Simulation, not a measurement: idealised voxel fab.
This section sets out a process module, namely voxel self aligned vias.
The cross-section on display is named cut; it measures 260 nm wide, and its cells are 5 nm squares.
This document writes a cross-section as a grid whose cells are square, and gives it as bands, listed from the top down; one or more rows of cells form a band.
This entry defines a band. It first specifies the height of the band's top and the height of its bottom in nm, and then specifies the band's materials from left to right, stating each material with its width in nm. The word "everywhere" identifies a single material that fills the band from edge to edge, while the word "air" identifies empty space.
Heights are expressed relative to 0, this being the level below which the as-received wafer comprises one material exclusively. The lowest band is unbounded in the downward direction and is denoted as in "top 0, no bottom".
The two numbers in a width such as "30..40" mark its ends across the band: the first belongs to the top row of cells, the second to the bottom row, and from each row to the next the width moves by the same amount.
The cross-section has no changed cell in any step marked "no change".
Entry "Cavities, closed" = empty spaces >= 8 cells with no open way to the top; each as width x height at distance, distance from left edge, all nm.
Note: text after step settings on the step line = simulator remark on that step.
"overlay nm" denotes, for a step that has a mask, the displacement of the mask to the right of its planned place, with negative values corresponding to the left.

These are the steps we planned for the process
1 RECEIVE | material Si
2 CONFORMAL_DEP | material SiO2 | thk nm 15
3 CONFORMAL_DEP | material SiCN | thk nm 5
4 DIRECTIONAL_DEP | material SiO2 | thk nm 20
5 DIRECTIONAL_DEP | material aC | thk nm 10
6 PATTERN | tone open | mask id LINES | material resist | width nm 30 | pitch nm 60 | thk nm 25 | overlay nm 0
7 DIRECTIONAL_ETCH | etch materials aC | depth nm 10
8 STRIP | etch materials resist
9 DIRECTIONAL_ETCH | etch materials SiO2 | depth nm 20
10 STRIP | etch materials aC
11 CONFORMAL_DEP | material TiN | thk nm 5
12 FILL_DEP | material Ru | thk nm 5
13 CMP | height nm 40
14 SELECTIVE_ETCH | etch materials W Ru TiN | depth nm 5
15 FILL_DEP | material SiN | thk nm 10
16 CMP | height nm 40
17 DIRECTIONAL_DEP | material SiO2 | thk nm 15
18 MASKED_ETCH | tone open | mask id VIAS | width nm 40 | pitch nm 120 | etch materials SiO2 | depth nm 15 | overlay nm 0
19 MASKED_ETCH | tone open | mask id VIAS | width nm 40 | pitch nm 120 | etch materials SiN | depth nm 5 | overlay nm 0
20 CONFORMAL_DEP | material TiN | thk nm 5
21 FILL_DEP | material Ru | thk nm 10
22 CMP | height nm 55
23 CONFORMAL_DEP | material SiN | thk nm 5

So, the first of our two wafers, run just as we planned it

Cross-section of the wafer upon arrival, representing the state reached after step 1
	top 0, no bottom  Si everywhere
	Cavities, closed: none

Cross-section of the wafer after step 2
	top 15, bottom 0  SiO2 everywhere
	All layers under 0 are left as they were.

Cross-section of the wafer after step 3
	top 20, bottom 15  SiCN everywhere
	All layers under 15 are left as they were.

Cross-section of the wafer after step 4
	top 40, bottom 20  SiO2 everywhere
	All layers under 20 are left as they were.

Cross-section of the wafer after step 5
	top 50, bottom 40  aC everywhere
	All layers under 40 are left as they were.

Cross-section of the wafer after step 6
	top 75, bottom 50  resist 55, air 30, resist 30, air 30, resist 30, air 30, resist 55
	All layers under 50 are left as they were.

Cross-section of the wafer after step 7
	top 65, bottom 50  resist 55, air 30, resist 30, air 30, resist 30, air 30, resist 55
	top 50, bottom 40  aC 55, air 30, aC 30, air 30, aC 30, air 30, aC 55
	All layers under 40 are left as they were.

Cross-section of the wafer after step 8
	top 50, bottom 40  aC 55, air 30, aC 30, air 30, aC 30, air 30, aC 55
	All layers under 40 are left as they were.

Cross-section of the wafer after step 9
	top 50, bottom 40  aC 55, air 30, aC 30, air 30, aC 30, air 30, aC 55
	top 40, bottom 20  SiO2 55, air 30, SiO2 30, air 30, SiO2 30, air 30, SiO2 55
	All layers under 20 are left as they were.

Cross-section of the wafer after step 10
	top 40, bottom 20  SiO2 55, air 30, SiO2 30, air 30, SiO2 30, air 30, SiO2 55
	All layers under 20 are left as they were.

Cross-section of the wafer after step 11
	top 45, bottom 40  TiN 60, air 20, TiN 40, air 20, TiN 40, air 20, TiN 60
	top 40, bottom 25  SiO2 55, TiN 5, air 20, TiN 5, SiO2 30, TiN 5, air 20, TiN 5, SiO2 30, TiN 5, air 20, TiN 5, SiO2 55
	top 25, bottom 20  SiO2 55, TiN 30, SiO2 30, TiN 30, SiO2 30, TiN 30, SiO2 55
	All layers under 20 are left as they were.

Cross-section of the wafer after step 12
	top 50, bottom 45  Ru everywhere
	top 45, bottom 40  TiN 60, Ru 20, TiN 40, Ru 20, TiN 40, Ru 20, TiN 60
	top 40, bottom 25  SiO2 55, TiN 5, Ru 20, TiN 5, SiO2 30, TiN 5, Ru 20, TiN 5, SiO2 30, TiN 5, Ru 20, TiN 5, SiO2 55
	All layers under 25 are left as they were.

Cross-section of the wafer after step 13
	top 40, bottom 25  SiO2 55, TiN 5, Ru 20, TiN 5, SiO2 30, TiN 5, Ru 20, TiN 5, SiO2 30, TiN 5, Ru 20, TiN 5, SiO2 55
	All layers under 25 are left as they were.

Cross-section of the wafer after step 14
	top 40, bottom 35  SiO2 55, air 30, SiO2 30, air 30, SiO2 30, air 30, SiO2 55
	All layers under 35 are left as they were.

Cross-section of the wafer after step 15
	top 50, bottom 40  SiN everywhere
	top 40, bottom 35  SiO2 55, SiN 30, SiO2 30, SiN 30, SiO2 30, SiN 30, SiO2 55
	All layers under 35 are left as they were.

Cross-section of the wafer after step 16
	top 40, bottom 35  SiO2 55, SiN 30, SiO2 30, SiN 30, SiO2 30, SiN 30, SiO2 55
	All layers under 35 are left as they were.

Cross-section of the wafer after step 17
	top 55, bottom 40  SiO2 everywhere
	All layers under 40 are left as they were.

Cross-section of the wafer after step 18
	top 55, bottom 40  SiO2 50, air 40, SiO2 80, air 40, SiO2 50
	All layers under 40 are left as they were.

Cross-section of the wafer after step 19
	top 55, bottom 40  SiO2 50, air 40, SiO2 80, air 40, SiO2 50
	top 40, bottom 35  SiO2 55, air 30, SiO2 30, SiN 30, SiO2 30, air 30, SiO2 55
	All layers under 35 are left as they were.

Cross-section of the wafer after step 20
	top 60, bottom 55  TiN 55, air 30, TiN 90, air 30, TiN 55
	top 55, bottom 45  SiO2 50, TiN 5, air 30, TiN 5, SiO2 80, TiN 5, air 30, TiN 5, SiO2 50
	top 45, bottom 40  SiO2 50, TiN 10, air 20, TiN 10, SiO2 80, TiN 10, air 20, TiN 10, SiO2 50
	top 40, bottom 35  SiO2 55, TiN 30, SiO2 30, SiN 30, SiO2 30, TiN 30, SiO2 55
	All layers under 35 are left as they were.

Cross-section of the wafer after step 21
	top 70, bottom 60  Ru everywhere
	top 60, bottom 55  TiN 55, Ru 30, TiN 90, Ru 30, TiN 55
	top 55, bottom 45  SiO2 50, TiN 5, Ru 30, TiN 5, SiO2 80, TiN 5, Ru 30, TiN 5, SiO2 50
	top 45, bottom 40  SiO2 50, TiN 10, Ru 20, TiN 10, SiO2 80, TiN 10, Ru 20, TiN 10, SiO2 50
	All layers under 40 are left as they were.

Cross-section of the wafer after step 22
	top 55, bottom 45  SiO2 50, TiN 5, Ru 30, TiN 5, SiO2 80, TiN 5, Ru 30, TiN 5, SiO2 50
	All layers under 45 are left as they were.

Cross-section of the wafer after step 23
	top 60, bottom 55  SiN everywhere
	All layers under 55 are left as they were.

Wafer two. Same start, same plan, one slip in execution. Same as wafer one through step 17, inclusive

Planned end of step 18: second wafer, cross-section
	top 55, bottom 40  air 50, SiO2 40, air 80, SiO2 40, air 50
	All layers under 40 are left as they were.

Planned end of step 19: second wafer, cross-section: no change

Planned end of step 20: second wafer, cross-section
	top 60, bottom 55  air 45, TiN 50, air 70, TiN 50, air 45
	top 55, bottom 45  air 45, TiN 5, SiO2 40, TiN 5, air 70, TiN 5, SiO2 40, TiN 5, air 45
	top 45, bottom 40  TiN 50, SiO2 40, TiN 80, SiO2 40, TiN 50
	All layers under 40 are left as they were.

Planned end of step 21: second wafer, cross-section
	top 70, bottom 60  Ru everywhere
	top 60, bottom 55  Ru 45, TiN 50, Ru 70, TiN 50, Ru 45
	top 55, bottom 45  Ru 45, TiN 5, SiO2 40, TiN 5, Ru 70, TiN 5, SiO2 40, TiN 5, Ru 45
	All layers under 45 are left as they were.

Planned end of step 22: second wafer, cross-section
	top 55, bottom 45  Ru 45, TiN 5, SiO2 40, TiN 5, Ru 70, TiN 5, SiO2 40, TiN 5, Ru 45
	All layers under 45 are left as they were.

Planned end of step 23: second wafer, cross-section
	top 60, bottom 55  SiN everywhere
	All layers under 55 are left as they were.
What went wrong in running the wafer? step 18 ran differently from the plan; actual operation with settings: MASKED_ETCH | tone cover | mask id VIAS | width nm 40 | pitch nm 120 | etch materials SiO2 | depth nm 15 | overlay nm 0
Heads up, by the end the second wafer has more or fewer cells of some materials compared to the first: Ru: 32 more, SiN: 12 more, SiO2: 60 fewer, TiN: 16 more
